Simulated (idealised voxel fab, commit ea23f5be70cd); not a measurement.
voxel quadruple lines: a process module
It is cross-section cut that appears here, measuring 215 nm in width, its square cells being 5 nm in size.
How to read a cross-section here: the picture is a grid of square cells, written as bands going from the top down, and any band can span one or more rows of cells. Band: top height; bottom height; in nm. Then, left to right: material with width in nm, for each material. "throughout": a single material spanning edge to edge. "air": empty space. The reference from which all heights are counted is 0, the level beneath which the as-received wafer is entirely one material; the lowest band, having no lower bound, proceeds downward and is written after the example "0 -> down". Quick explanation for "30->40": the width changes in equal steps down the rows of cells, from the first number in the band's top row to the second number in its bottom row. The designation "stayed the same", where it is given for a processing step, indicates that no cell of the cross-section was altered in the course of that step. For the entry "Enclosed empty spaces", the listed items are empty spaces with no open way to the top whose size is 8 cells or more; each item follows the pattern width x height at distance, where distance is from the left edge and all three are in nm. Note: text after step settings on the step line = simulator remark on that step. overlay nm: for a step with a mask, the amount by which the mask lay right of where it was planned; a negative amount means left of it.

**Steps planned for the process**
1,RECEIVE (material Si)
2,CONFORMAL_DEP (material SiO2; thk nm 10)
3,DIRECTIONAL_DEP (material Ru; thk nm 15)
4,DIRECTIONAL_DEP (material polySi; thk nm 20)
5,DIRECTIONAL_DEP (material aC; thk nm 25)
6,PATTERN (tone cover; mask id MANDREL; material resist; width nm 20; pitch nm 60; thk nm 35; overlay nm 0)
7,DIRECTIONAL_ETCH (etch materials aC; depth nm 25)
8,STRIP (etch materials resist)
9,CONFORMAL_DEP (material SiO2; thk nm 10)
10,DIRECTIONAL_ETCH (etch materials SiO2; depth nm 10)
11,STRIP (etch materials aC)
12,DIRECTIONAL_ETCH (etch materials polySi; depth nm 20)
13,STRIP (etch materials SiO2)
14,CONFORMAL_DEP (material SiN; thk nm 5)
15,DIRECTIONAL_ETCH (etch materials SiN; depth nm 5)
16,STRIP (etch materials polySi)
17,DIRECTIONAL_ETCH (etch materials Ru; depth nm 15)
18,STRIP (etch materials SiN)

**So this is the incoming wafer in cross-section - it's already been through step 1**
0 -> down: Si throughout
Enclosed empty spaces: none

**End-of-module cross-section. Starting structure and process plan as above; one mistake made in running it**
25 -> 10: air: 45 / Ru: 5 / air: 10 / Ru: 5 / air: 10 / Ru: 5 / air: 10 / Ru: 5 / air: 10 / Ru: 5 / air: 10 / Ru: 5 / air: 10 / Ru: 5 / air: 10 / Ru: 5 / air: 60
10 -> 0: SiO2 throughout
0 -> down: Si throughout
Enclosed empty spaces: none
Want to know what went wrong? step 6 was not run as planned; what actually ran was PATTERN (tone cover; mask id MANDREL; material resist; width nm 20; pitch nm 60; thk nm 35; overlay nm -5)
